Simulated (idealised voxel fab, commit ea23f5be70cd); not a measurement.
voxel gate over fins: a process module
The figure presents cross-section cut, which has a width of 180 nm and is divided into square cells with an edge length of 5 nm.
Cross-section format: a grid of square cells, given as bands from top to bottom; each band is one or more rows of cells.
It is stipulated that each band's entry specify, in nanometres, the height of the top of the band and then that of its bottom, followed by the materials of the band in left-to-right sequence, each together with its width in nanometres. A single material marked by the word "throughout" is understood to fill the band from edge to edge; the word "empty" is understood to denote empty space.
Where do heights start? At 0: under that level the wafer as delivered is made of one material only. And the lowest band has no floor; it just carries on downward, as in "top 0, no bottom".
Per-row width for "30..40": begins at first number (top row of band), ends at second number (bottom row), increment between rows held constant.
Take "remained unchanged" at face value: in the step it is given for, the cross-section changed in none of its cells.
The list in "Closed void inventory" covers empty spaces of 8 cells or more that cannot reach the top through any open way, and it gives each as width x height at distance; the distance is from the left edge, and width, height and distance are in nm.
The remark found on a step's line after its settings is issued by the simulator itself and pertains to that step.
"overlay nm", when on a step's line for a step with a mask, measures how far to the right of its planned place the mask lay; a negative measure means to the left.
**List of planned process steps**
1,RECEIVE | material Si
2,CONFORMAL_DEP | material SiN | thk nm 5
3,MASKED_ETCH | tone cover | mask id FINS | width nm 15 | pitch nm 55 | etch materials SiN | depth nm 5 | overlay nm 0
4,MASKED_ETCH | tone cover | mask id FINS | width nm 15 | pitch nm 55 | etch materials Si | depth nm 35 | overlay nm 0
5,FILL_DEP | material SiO2 | thk nm 15
6,CMP | height nm 5
7,MASKED_ETCH | tone open | mask id RAIL | width nm 15 | etch materials SiO2 | depth nm 35 | overlay nm 0
8,CONFORMAL_DEP | material TiN | thk nm 5
9,FILL_DEP | material Ru | thk nm 5
10,CMP | height nm 5
11,SELECTIVE_ETCH | etch materials W Ru TiN | depth nm 20
12,FILL_DEP | material SiO2 | thk nm 5
13,CMP | height nm 5
14,SELECTIVE_ETCH | etch materials SiO2 | depth nm 15
15,STRIP | etch materials SiN
16,CONFORMAL_DEP | material HfO2 | thk nm 5
17,CONFORMAL_DEP | material TiN | thk nm 5
18,FILL_DEP | material W | thk nm 10
19,CMP | height nm 15
20,CONFORMAL_DEP | material SiCN | thk nm 10
**Run as planned: first of two wafers**
**So this is the incoming wafer in cross-section - it's already been through step 1**
> top 0, no bottom | Si throughout
> Closed void inventory: none
**After step 2, in cross-section**
> top 5, bottom 0 | SiN throughout
> All layers under 0 are left as they were.
**After step 3, in cross-section**
> top 5, bottom 0 | empty=25 | SiN=15 | empty=40 | SiN=15 | empty=40 | SiN=15 | empty=30
> All layers under 0 are left as they were.
**After step 4, in cross-section**
> top 5, bottom 0 | empty=25 | SiN=15 | empty=40 | SiN=15 | empty=40 | SiN=15 | empty=30
> top 0, bottom -35 | empty=25 | Si=15 | empty=40 | Si=15 | empty=40 | Si=15 | empty=30
> All layers under -35 are left as they were.
**After step 5, in cross-section**
> top 20, bottom 5 | SiO2 throughout
> top 5, bottom 0 | SiO2=25 | SiN=15 | SiO2=40 | SiN=15 | SiO2=40 | SiN=15 | SiO2=30
> top 0, bottom -35 | SiO2=25 | Si=15 | SiO2=40 | Si=15 | SiO2=40 | Si=15 | SiO2=30
> All layers under -35 are left as they were.
**After step 6, in cross-section**
> top 5, bottom 0 | SiO2=25 | SiN=15 | SiO2=40 | SiN=15 | SiO2=40 | SiN=15 | SiO2=30
> All layers under 0 are left as they were.
**After step 7, in cross-section**
> top 5, bottom 0 | SiO2=25 | SiN=15 | SiO2=10 | empty=15 | SiO2=15 | SiN=15 | SiO2=40 | SiN=15 | SiO2=30
> top 0, bottom -30 | SiO2=25 | Si=15 | SiO2=10 | empty=15 | SiO2=15 | Si=15 | SiO2=40 | Si=15 | SiO2=30
> All layers under -30 are left as they were.
**After step 8, in cross-section**
> top 10, bottom 5 | TiN=55 | empty=5 | TiN=120
> top 5, bottom 0 | SiO2=25 | SiN=15 | SiO2=10 | TiN=5 | empty=5 | TiN=5 | SiO2=15 | SiN=15 | SiO2=40 | SiN=15 | SiO2=30
> top 0, bottom -25 | SiO2=25 | Si=15 | SiO2=10 | TiN=5 | empty=5 | TiN=5 | SiO2=15 | Si=15 | SiO2=40 | Si=15 | SiO2=30
> top -25, bottom -30 | SiO2=25 | Si=15 | SiO2=10 | TiN=15 | SiO2=15 | Si=15 | SiO2=40 | Si=15 | SiO2=30
> All layers under -30 are left as they were.
**After step 9, in cross-section**
> top 15, bottom 10 | Ru throughout
> top 10, bottom 5 | TiN=55 | Ru=5 | TiN=120
> top 5, bottom 0 | SiO2=25 | SiN=15 | SiO2=10 | TiN=5 | Ru=5 | TiN=5 | SiO2=15 | SiN=15 | SiO2=40 | SiN=15 | SiO2=30
> top 0, bottom -25 | SiO2=25 | Si=15 | SiO2=10 | TiN=5 | Ru=5 | TiN=5 | SiO2=15 | Si=15 | SiO2=40 | Si=15 | SiO2=30
> All layers under -25 are left as they were.
**After step 10, in cross-section**
> top 5, bottom 0 | SiO2=25 | SiN=15 | SiO2=10 | TiN=5 | Ru=5 | TiN=5 | SiO2=15 | SiN=15 | SiO2=40 | SiN=15 | SiO2=30
> All layers under 0 are left as they were.
**After step 11, in cross-section**
> top 5, bottom 0 | SiO2=25 | SiN=15 | SiO2=10 | empty=15 | SiO2=15 | SiN=15 | SiO2=40 | SiN=15 | SiO2=30
> top 0, bottom -15 | SiO2=25 | Si=15 | SiO2=10 | empty=15 | SiO2=15 | Si=15 | SiO2=40 | Si=15 | SiO2=30
> All layers under -15 are left as they were.
**After step 12, in cross-section**
> top 10, bottom 5 | SiO2 throughout
> top 5, bottom 0 | SiO2=25 | SiN=15 | SiO2=40 | SiN=15 | SiO2=40 | SiN=15 | SiO2=30
> top 0, bottom -15 | SiO2=25 | Si=15 | SiO2=40 | Si=15 | SiO2=40 | Si=15 | SiO2=30
> All layers under -15 are left as they were.
**After step 13, in cross-section**
> top 5, bottom 0 | SiO2=25 | SiN=15 | SiO2=40 | SiN=15 | SiO2=40 | SiN=15 | SiO2=30
> All layers under 0 are left as they were.
**After step 14, in cross-section**
> top 5, bottom 0 | empty=25 | SiN=15 | empty=40 | SiN=15 | empty=40 | SiN=15 | empty=30
> top 0, bottom -10 | empty=25 | Si=15 | empty=40 | Si=15 | empty=40 | Si=15 | empty=30
> All layers under -10 are left as they were.
**After step 15, in cross-section**
> top 0, bottom -10 | empty=25 | Si=15 | empty=40 | Si=15 | empty=40 | Si=15 | empty=30
> All layers under -10 are left as they were.
**After step 16, in cross-section**
> top 5, bottom 0 | empty=20 | HfO2=25 | empty=30 | HfO2=25 | empty=30 | HfO2=25 | empty=25
> top 0, bottom -5 | empty=20 | HfO2=5 | Si=15 | HfO2=5 | empty=30 | HfO2=5 | Si=15 | HfO2=5 | empty=30 | HfO2=5 | Si=15 | HfO2=5 | empty=25
> top -5, bottom -10 | HfO2=25 | Si=15 | HfO2=40 | Si=15 | HfO2=40 | Si=15 | HfO2=30
> All layers under -10 are left as they were.
**After step 17, in cross-section**
> top 10, bottom 5 | empty=15 | TiN=35 | empty=20 | TiN=35 | empty=20 | TiN=35 | empty=20
> top 5, bottom 0 | empty=15 | TiN=5 | HfO2=25 | TiN=5 | empty=20 | TiN=5 | HfO2=25 | TiN=5 | empty=20 | TiN=5 | HfO2=25 | TiN=5 | empty=20
> top 0, bottom -5 | TiN=20 | HfO2=5 | Si=15 | HfO2=5 | TiN=30 | HfO2=5 | Si=15 | HfO2=5 | TiN=30 | HfO2=5 | Si=15 | HfO2=5 | TiN=25
> All layers under -5 are left as they were.
**After step 18, in cross-section**
> top 20, bottom 10 | W throughout
> top 10, bottom 5 | W=15 | TiN=35 | W=20 | TiN=35 | W=20 | TiN=35 | W=20
> top 5, bottom 0 | W=15 | TiN=5 | HfO2=25 | TiN=5 | W=20 | TiN=5 | HfO2=25 | TiN=5 | W=20 | TiN=5 | HfO2=25 | TiN=5 | W=20
> All layers under 0 are left as they were.
**After step 19, in cross-section**
> top 15, bottom 10 | W throughout
> All layers under 10 are left as they were.
**After step 20, in cross-section**
> top 25, bottom 15 | SiCN throughout
> All layers under 15 are left as they were.
**Wafer two. Same start, same plan, one slip in execution. Same as wafer one through step 6, inclusive**
**Cross-section of the second wafer when, according to plan, step 7 should have finished**
> top 5, bottom 0 | empty=25 | SiN=15 | empty=10 | SiO2=15 | empty=15 | SiN=15 | empty=40 | SiN=15 | empty=30
> top 0, bottom -30 | empty=25 | Si=15 | empty=10 | SiO2=15 | empty=15 | Si=15 | empty=40 | Si=15 | empty=30
> All layers under -30 are left as they were.
**Cross-section of the second wafer when, according to plan, step 8 should have finished**
> top 10, bottom 5 | empty=20 | TiN=50 | empty=5 | TiN=25 | empty=30 | TiN=25 | empty=25
> top 5, bottom 0 | empty=20 | TiN=5 | SiN=15 | TiN=10 | SiO2=15 | TiN=5 | empty=5 | TiN=5 | SiN=15 | TiN=5 | empty=30 | TiN=5 | SiN=15 | TiN=5 | empty=25
> top 0, bottom -25 | empty=20 | TiN=5 | Si=15 | TiN=10 | SiO2=15 | TiN=5 | empty=5 | TiN=5 | Si=15 | TiN=5 | empty=30 | TiN=5 | Si=15 | TiN=5 | empty=25
> top -25, bottom -30 | TiN=25 | Si=15 | TiN=10 | SiO2=15 | TiN=15 | Si=15 | TiN=40 | Si=15 | TiN=30
> All layers under -30 are left as they were.
**Cross-section of the second wafer when, according to plan, step 9 should have finished**
> top 15, bottom 10 | Ru throughout
> top 10, bottom 5 | Ru=20 | TiN=50 | Ru=5 | TiN=25 | Ru=30 | TiN=25 | Ru=25
> top 5, bottom 0 | Ru=20 | TiN=5 | SiN=15 | TiN=10 | SiO2=15 | TiN=5 | Ru=5 | TiN=5 | SiN=15 | TiN=5 | Ru=30 | TiN=5 | SiN=15 | TiN=5 | Ru=25
> top 0, bottom -25 | Ru=20 | TiN=5 | Si=15 | TiN=10 | SiO2=15 | TiN=5 | Ru=5 | TiN=5 | Si=15 | TiN=5 | Ru=30 | TiN=5 | Si=15 | TiN=5 | Ru=25
> All layers under -25 are left as they were.
**Cross-section of the second wafer when, according to plan, step 10 should have finished**
> top 5, bottom 0 | Ru=20 | TiN=5 | SiN=15 | TiN=10 | SiO2=15 | TiN=5 | Ru=5 | TiN=5 | SiN=15 | TiN=5 | Ru=30 | TiN=5 | SiN=15 | TiN=5 | Ru=25
> All layers under 0 are left as they were.
**Cross-section of the second wafer when, according to plan, step 11 should have finished**
> top 5, bottom 0 | empty=25 | SiN=15 | empty=10 | SiO2=15 | empty=15 | SiN=15 | empty=40 | SiN=15 | empty=30
> top 0, bottom -15 | empty=25 | Si=15 | empty=10 | SiO2=15 | empty=15 | Si=15 | empty=40 | Si=15 | empty=30
> All layers under -15 are left as they were.
**Cross-section of the second wafer when, according to plan, step 12 should have finished**
> top 10, bottom 5 | SiO2 throughout
> top 5, bottom 0 | SiO2=25 | SiN=15 | SiO2=40 | SiN=15 | SiO2=40 | SiN=15 | SiO2=30
> top 0, bottom -15 | SiO2=25 | Si=15 | SiO2=40 | Si=15 | SiO2=40 | Si=15 | SiO2=30
> All layers under -15 are left as they were.
**Cross-section of the second wafer when, according to plan, step 13 should have finished**
> top 5, bottom 0 | SiO2=25 | SiN=15 | SiO2=40 | SiN=15 | SiO2=40 | SiN=15 | SiO2=30
> All layers under 0 are left as they were.
**Cross-section of the second wafer when, according to plan, step 14 should have finished**
> top 5, bottom 0 | empty=25 | SiN=15 | empty=40 | SiN=15 | empty=40 | SiN=15 | empty=30
> top 0, bottom -10 | empty=25 | Si=15 | empty=40 | Si=15 | empty=40 | Si=15 | empty=30
> All layers under -10 are left as they were.
**Cross-section of the second wafer when, according to plan, step 15 should have finished**
> top 0, bottom -10 | empty=25 | Si=15 | empty=40 | Si=15 | empty=40 | Si=15 | empty=30
> All layers under -10 are left as they were.
**Cross-section of the second wafer when, according to plan, step 16 should have finished**
> top 5, bottom 0 | empty=20 | HfO2=25 | empty=30 | HfO2=25 | empty=30 | HfO2=25 | empty=25
> top 0, bottom -5 | empty=20 | HfO2=5 | Si=15 | HfO2=5 | empty=30 | HfO2=5 | Si=15 | HfO2=5 | empty=30 | HfO2=5 | Si=15 | HfO2=5 | empty=25
> top -5, bottom -10 | HfO2=25 | Si=15 | HfO2=40 | Si=15 | HfO2=40 | Si=15 | HfO2=30
> All layers under -10 are left as they were.
**Cross-section of the second wafer when, according to plan, step 17 should have finished**
> top 10, bottom 5 | empty=15 | TiN=35 | empty=20 | TiN=35 | empty=20 | TiN=35 | empty=20
> top 5, bottom 0 | empty=15 | TiN=5 | HfO2=25 | TiN=5 | empty=20 | TiN=5 | HfO2=25 | TiN=5 | empty=20 | TiN=5 | HfO2=25 | TiN=5 | empty=20
> top 0, bottom -5 | TiN=20 | HfO2=5 | Si=15 | HfO2=5 | TiN=30 | HfO2=5 | Si=15 | HfO2=5 | TiN=30 | HfO2=5 | Si=15 | HfO2=5 | TiN=25
> All layers under -5 are left as they were.
**Cross-section of the second wafer when, according to plan, step 18 should have finished**
> top 20, bottom 10 | W throughout
> top 10, bottom 5 | W=15 | TiN=35 | W=20 | TiN=35 | W=20 | TiN=35 | W=20
> top 5, bottom 0 | W=15 | TiN=5 | HfO2=25 | TiN=5 | W=20 | TiN=5 | HfO2=25 | TiN=5 | W=20 | TiN=5 | HfO2=25 | TiN=5 | W=20
> All layers under 0 are left as they were.
**Cross-section of the second wafer when, according to plan, step 19 should have finished**
> top 15, bottom 10 | W throughout
> All layers under 10 are left as they were.
**Cross-section of the second wafer when, according to plan, step 20 should have finished**
> top 25, bottom 15 | SiCN throughout
> All layers under 15 are left as they were.
Against the plan, the run slipped here: step 7 was run on a setting that differed from the plan, and what really ran there is MASKED_ETCH | tone cover | mask id RAIL | width nm 15 | etch materials SiO2 | depth nm 35 | overlay nm 0
The second wafer ends with more or fewer cells of some materials than the first, per final count: Ru +30 | SiO2 -63 | TiN +33
